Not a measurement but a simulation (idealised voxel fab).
process module | voxel self aligned vias
cross-section cut | 200 nm wide | cells 5 nm
A cross-section is a grid of square cells, given in bands from the top down. A band is one or more rows of cells.
Each band's line starts with the height of the band's top and of its bottom, in nm. Then come its materials from left to right, each with its width in nm. One material with "throughout" fills the band from edge to edge. "air" is empty space.
Height 0 is the level under which the wafer as received is all one material. The lowest band goes on downwards, as in "0 down".
A width such as "30 to 40" changes by the same amount from each row of cells to the next, from the band's top row to its bottom row.
"no change" after a step means that no cell of the cross-section changed.
closed voids: empty space of 8 cells or more with no open way to the top, each as width x height at its distance from the left edge, in nm
after a step's settings: what the simulator itself notes on the step
overlay nm, on a step with a mask: how far to the right of its planned place the mask lay; to the left if negative
plan
1 op RECEIVE | material Si
2 op CONFORMAL_DEP | material SiO2 | thk nm 15
3 op CONFORMAL_DEP | material SiCN | thk nm 5
4 op DIRECTIONAL_DEP | material SiO2 | thk nm 20
5 op DIRECTIONAL_DEP | material aC | thk nm 10
6 op PATTERN | tone open | mask id LINES | material resist | width nm 20 | pitch nm 65 | thk nm 25 | overlay nm 0
7 op DIRECTIONAL_ETCH | etch materials aC | depth nm 10
8 op STRIP | etch materials resist
9 op DIRECTIONAL_ETCH | etch materials SiO2 | depth nm 20
10 op STRIP | etch materials aC
11 op CONFORMAL_DEP | material TiN | thk nm 5
12 op FILL_DEP | material Ru | thk nm 5
13 op CMP | height nm 40
14 op SELECTIVE_ETCH | etch materials W Ru TiN | depth nm 10
15 op FILL_DEP | material SiN | thk nm 5
16 op CMP | height nm 40
17 op DIRECTIONAL_DEP | material SiO2 | thk nm 20
18 op PATTERN | tone open | mask id VIAS | material resist | width nm 40 | pitch nm 65 | thk nm 20 | overlay nm 0
19 op DIRECTIONAL_ETCH | etch materials SiO2 | depth nm 20
20 op DIRECTIONAL_ETCH | etch materials SiN | depth nm 10
21 op STRIP | etch materials resist
22 op CONFORMAL_DEP | material TiN | thk nm 5
23 op FILL_DEP | material W | thk nm 10
24 op CMP | height nm 60
25 op CONFORMAL_DEP | material SiN | thk nm 5
as received, after step 1
  0 down: Si throughout
  closed voids: none
first wafer at the end, as planned
  65 to 60: SiN throughout
  60 to 45: SiO2 45 | TiN 5 | W 30 | TiN 5 | SiO2 25 | TiN 5 | W 30 | TiN 5 | SiO2 50
  45 to 35: SiO2 45 to 55 | TiN 15 to 5 | W 10 | TiN 15 to 5 | SiO2 25 to 45 | TiN 15 to 5 | W 10 | TiN 15 to 5 | SiO2 50 to 60
  35 to 30: SiO2 55 | TiN 20 | SiO2 45 | TiN 20 | SiO2 60
  30 to 25: SiO2 55 | TiN 5 | Ru 10 | TiN 5 | SiO2 45 | TiN 5 | Ru 10 | TiN 5 | SiO2 60
  25 to 20: SiO2 55 | TiN 20 | SiO2 45 | TiN 20 | SiO2 60
  20 to 15: SiCN throughout
  15 to 0: SiO2 throughout
  0 down: Si throughout
  closed voids: none
second wafer at the end: like start, like plan, one mistake
  65 to 60: SiN throughout
  60 to 45: SiO2 45 | TiN 5 | W 30 | TiN 5 | SiO2 25 | TiN 5 | W 30 | TiN 5 | SiO2 50
  45 to 35: SiO2 45 to 55 | TiN 15 to 5 | W 10 | TiN 15 to 5 | SiO2 25 to 45 | TiN 15 to 5 | W 10 | TiN 15 to 5 | SiO2 50 to 60
  35 to 30: SiO2 55 | TiN 20 | SiO2 45 | TiN 20 | SiO2 60
  30 to 25: SiO2 55 | SiN 5 | Ru 10 | SiN 5 | SiO2 45 | SiN 5 | Ru 10 | SiN 5 | SiO2 60
  25 to 20: SiO2 55 | SiN 20 | SiO2 45 | SiN 20 | SiO2 60
  20 to 15: SiCN throughout
  15 to 0: SiO2 throughout
  0 down: Si throughout
  closed voids: none
what went wrong: step 11 ran as: op CONFORMAL_DEP | material SiN | thk nm 5
at the end the second wafer has, in cells: 12 more of SiN | 12 fewer of TiN
